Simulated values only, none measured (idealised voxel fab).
The name of this process module is voxel fin reveal.
Section shown: cut. Width: 245 nm. Cell size: 5 nm, square.
Cross-section spec: square-cell grid; bands listed top down; each band is one or more rows.
Each band's line starts with the height of the band's top and of its bottom, in nm. Then come its materials from left to right, each with its width in nm. One material with "throughout" fills the band from edge to edge. "empty" is empty space.
Below 0: as-received wafer, all one material; heights counted from there. Lowest band: no bottom, goes on down, written "0 nm and below".
The notation "30->40" denotes a width that varies across the rows of cells in the band, beginning at the first number in the top row, finishing at the second number in the bottom row, and changing by an identical amount from each row to the next.
You'll sometimes find "no alteration" written for a step, and that's the way of saying that nowhere in the cross-section did a cell change during that step.
Closed void inventory: empty space of 8 cells or more with no open way to the top, each as width x height at its distance from the left edge, in nm
On a step's line, text after the settings is the simulator commenting on that step.
overlay nm: mask offset rightward from planned place, masked step; negative means leftward offset.
This section lists the process steps that were planned
1: op RECEIVE | material Si
2: op CONFORMAL_DEP | material SiN | thk nm 5
3: op DIRECTIONAL_DEP | material aC | thk nm 5
4: op PATTERN | tone cover | mask id FINS | material resist | width nm 15 | pitch nm 40 | thk nm 25 | overlay nm 0
5: op DIRECTIONAL_ETCH | etch materials aC | depth nm 10
6: op STRIP | etch materials resist
7: op DIRECTIONAL_ETCH | etch materials SiN | depth nm 5
8: op DIRECTIONAL_ETCH | etch materials Si | depth nm 35
9: op STRIP | etch materials aC
10: op OXIDIZE | depth nm 5
11: op FILL_DEP | material SiO2 | thk nm 5
12: op CMP | height nm 5
13: op SELECTIVE_ETCH | etch materials SiO2 | depth nm 30
14: op STRIP | etch materials SiN
The wafers are alike at the start. At step 3, their thk nm differs. The plan lists the first wafer's value.
Cross-section of the first incoming wafer of several, state after step 1
* 0 nm and below | Si throughout
* Closed void inventory: none
Cross-section after step 14, the final step of the module, for the first of several wafers
* 0 nm to -25 nm | 80 of empty; 5 of Si; 35 of empty; 5 of Si; 35 of empty; 5 of Si; 80 of empty
* -25 nm to -40 nm | 80 of SiO2; 5 of Si; 35 of SiO2; 5 of Si; 35 of SiO2; 5 of Si; 80 of SiO2
* -40 nm and below | Si throughout
* Closed void inventory: none
Cross-section at module completion, last wafer
* 0 nm and below | Si throughout
* Closed void inventory: none
The following table contains a row per wafer, in which are reported, at the conclusion of the module, the cells of each material gained (+) or lost (-) since the wafer's receipt, with its closed voids given thereafter
thk nm 5 | -368 Si | +138 SiO2 | Closed void inventory: none
thk nm 10 | -368 Si | +138 SiO2 | Closed void inventory: none
thk nm 15 | none of the cells in the cross-section differ from before | Closed void inventory: none
thk nm 20 | none of the cells in the cross-section differ from before | Closed void inventory: none
thk nm 25 | none of the cells in the cross-section differ from before | Closed void inventory: none
